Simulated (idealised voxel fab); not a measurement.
Process module name: voxel spacer lines
Cross-sectional view cut (width: 295 nm; square cell size: 5 nm).
We lay out every cross-section as a grid of square cells and spell it out in bands from the top down, where one band means one or more rows of cells.
Look at the band entry: it leads with the top's height and the bottom's height in nm. Then it lists the materials left to right, with a width in nm for each. The word "throughout" on a single material says that material fills the band edge to edge. The word "air" is empty space.
For the purposes of this specification, 0 denotes the height below which the wafer in its as-received condition is composed wholly of one material, and the lowermost band, lacking a lower limit, extends downward without end, as expressed in "from 0 down".
A width given as "30->40" starts at the first number in the band's top row and ends at the second number in its bottom row, shifting by an equal amount at every step from row to row.
Step marked "left unchanged"? Then no cell in the cross-section changed in it.
Look at "Completely enclosed voids" for the closed voids: empty spaces with no open path to the top, sized 8 cells or up. Each is width x height at distance, distance from the left edge, all nm.
Whatever follows a step's settings on its line is a remark the simulator itself makes about that step.
"overlay nm" on a masked step: distance the mask lay right of its planned place, negative for left.

Process steps - plan:
1: RECEIVE (material Si)
2: CONFORMAL_DEP (material Al2O3; thk nm 10)
3: DIRECTIONAL_DEP (material TiN; thk nm 15)
4: DIRECTIONAL_DEP (material polySi; thk nm 30)
5: PATTERN (tone cover; mask id MANDREL; material resist; width nm 15; pitch nm 50; thk nm 35; overlay nm 0)
6: DIRECTIONAL_ETCH (etch materials polySi; depth nm 30)
7: STRIP (etch materials resist)
8: CONFORMAL_DEP (material SiN; thk nm 10)
9: DIRECTIONAL_ETCH (etch materials SiN; depth nm 10)
10: STRIP (etch materials polySi)
11: DIRECTIONAL_ETCH (etch materials TiN; depth nm 15)
12: STRIP (etch materials SiN)
13: FILL_DEP (material SiO2; thk nm 10)
14: CMP (height nm 25)

Account of the first of two wafers, which was processed as intended:

Cross-section of the wafer as it came to us, i.e., already through step 1:
* from 0 down = Si throughout
* Completely enclosed voids: none

After step 2: wafer cross-section:
* from 10 to 0 = Al2O3 throughout
* Under the height 0 nothing was changed.

After step 3: wafer cross-section:
* from 25 to 10 = TiN throughout
* Under the height 10 nothing was changed.

After step 4: wafer cross-section:
* from 55 to 25 = polySi throughout
* Under the height 25 nothing was changed.

After step 5: wafer cross-section:
* from 90 to 55 = air (115), then resist (15), then air (35), then resist (15), then air (115)
* Under the height 55 nothing was changed.

After step 6: wafer cross-section:
* from 90 to 55 = air (115), then resist (15), then air (35), then resist (15), then air (115)
* from 55 to 25 = air (115), then polySi (15), then air (35), then polySi (15), then air (115)
* Under the height 25 nothing was changed.

After step 7: wafer cross-section:
* from 55 to 25 = air (115), then polySi (15), then air (35), then polySi (15), then air (115)
* Under the height 25 nothing was changed.

After step 8: wafer cross-section:
* from 65 to 55 = air (105), then SiN (35), then air (15), then SiN (35), then air (105)
* from 55 to 35 = air (105), then SiN (10), then polySi (15), then SiN (10), then air (15), then SiN (10), then polySi (15), then SiN (10), then air (105)
* from 35 to 25 = SiN (115), then polySi (15), then SiN (35), then polySi (15), then SiN (115)
* Under the height 25 nothing was changed.

After step 9: wafer cross-section:
* from 55 to 25 = air (105), then SiN (10), then polySi (15), then SiN (10), then air (15), then SiN (10), then polySi (15), then SiN (10), then air (105)
* Under the height 25 nothing was changed.

After step 10: wafer cross-section:
* from 55 to 25 = air (105), then SiN (10), then air (15), then SiN (10), then air (15), then SiN (10), then air (15), then SiN (10), then air (105)
* Under the height 25 nothing was changed.

After step 11: wafer cross-section:
* from 55 to 25 = air (105), then SiN (10), then air (15), then SiN (10), then air (15), then SiN (10), then air (15), then SiN (10), then air (105)
* from 25 to 10 = air (105), then TiN (10), then air (15), then TiN (10), then air (15), then TiN (10), then air (15), then TiN (10), then air (105)
* Under the height 10 nothing was changed.

After step 12: wafer cross-section:
* from 25 to 10 = air (105), then TiN (10), then air (15), then TiN (10), then air (15), then TiN (10), then air (15), then TiN (10), then air (105)
* Under the height 10 nothing was changed.

After step 13: wafer cross-section:
* from 35 to 25 = SiO2 throughout
* from 25 to 10 = SiO2 (105), then TiN (10), then SiO2 (15), then TiN (10), then SiO2 (15), then TiN (10), then SiO2 (15), then TiN (10), then SiO2 (105)
* Under the height 10 nothing was changed.

After step 14: wafer cross-section:
* from 25 to 10 = SiO2 (105), then TiN (10), then SiO2 (15), then TiN (10), then SiO2 (15), then TiN (10), then SiO2 (15), then TiN (10), then SiO2 (105)
* Under the height 10 nothing was changed.

Second wafer: like start, like plan, one mistake. Through step 1 it matches the first wafer:

Cross-sectional view of the second wafer at the intended end time of process step 2: left unchanged

Cross-sectional view of the second wafer at the intended end time of process step 3:
* from 15 to 0 = TiN throughout
* Under the height 0 nothing was changed.

Cross-sectional view of the second wafer at the intended end time of process step 4:
* from 45 to 15 = polySi throughout
* Under the height 15 nothing was changed.

Cross-sectional view of the second wafer at the intended end time of process step 5:
* from 80 to 45 = air (115), then resist (15), then air (35), then resist (15), then air (115)
* Under the height 45 nothing was changed.

Cross-sectional view of the second wafer at the intended end time of process step 6:
* from 80 to 45 = air (115), then resist (15), then air (35), then resist (15), then air (115)
* from 45 to 15 = air (115), then polySi (15), then air (35), then polySi (15), then air (115)
* Under the height 15 nothing was changed.

Cross-sectional view of the second wafer at the intended end time of process step 7:
* from 45 to 15 = air (115), then polySi (15), then air (35), then polySi (15), then air (115)
* Under the height 15 nothing was changed.

Cross-sectional view of the second wafer at the intended end time of process step 8:
* from 55 to 45 = air (105), then SiN (35), then air (15), then SiN (35), then air (105)
* from 45 to 25 = air (105), then SiN (10), then polySi (15), then SiN (10), then air (15), then SiN (10), then polySi (15), then SiN (10), then air (105)
* from 25 to 15 = SiN (115), then polySi (15), then SiN (35), then polySi (15), then SiN (115)
* Under the height 15 nothing was changed.

Cross-sectional view of the second wafer at the intended end time of process step 9:
* from 45 to 15 = air (105), then SiN (10), then polySi (15), then SiN (10), then air (15), then SiN (10), then polySi (15), then SiN (10), then air (105)
* Under the height 15 nothing was changed.

Cross-sectional view of the second wafer at the intended end time of process step 10:
* from 45 to 15 = air (105), then SiN (10), then air (15), then SiN (10), then air (15), then SiN (10), then air (15), then SiN (10), then air (105)
* Under the height 15 nothing was changed.

Cross-sectional view of the second wafer at the intended end time of process step 11:
* from 45 to 15 = air (105), then SiN (10), then air (15), then SiN (10), then air (15), then SiN (10), then air (15), then SiN (10), then air (105)
* from 15 to 0 = air (105), then TiN (10), then air (15), then TiN (10), then air (15), then TiN (10), then air (15), then TiN (10), then air (105)
* Under the height 0 nothing was changed.

Cross-sectional view of the second wafer at the intended end time of process step 12:
* from 15 to 0 = air (105), then TiN (10), then air (15), then TiN (10), then air (15), then TiN (10), then air (15), then TiN (10), then air (105)
* Under the height 0 nothing was changed.

Cross-sectional view of the second wafer at the intended end time of process step 13:
* from 25 to 15 = SiO2 throughout
* from 15 to 0 = SiO2 (105), then TiN (10), then SiO2 (15), then TiN (10), then SiO2 (15), then TiN (10), then SiO2 (15), then TiN (10), then SiO2 (105)
* Under the height 0 nothing was changed.

Cross-sectional view of the second wafer at the intended end time of process step 14: left unchanged
what went wrong: step 2 was dropped from the plan's execution and never run
End of process, cell counts, second wafer against first, materials with more or fewer: -118 Al2O3; +118 SiO2
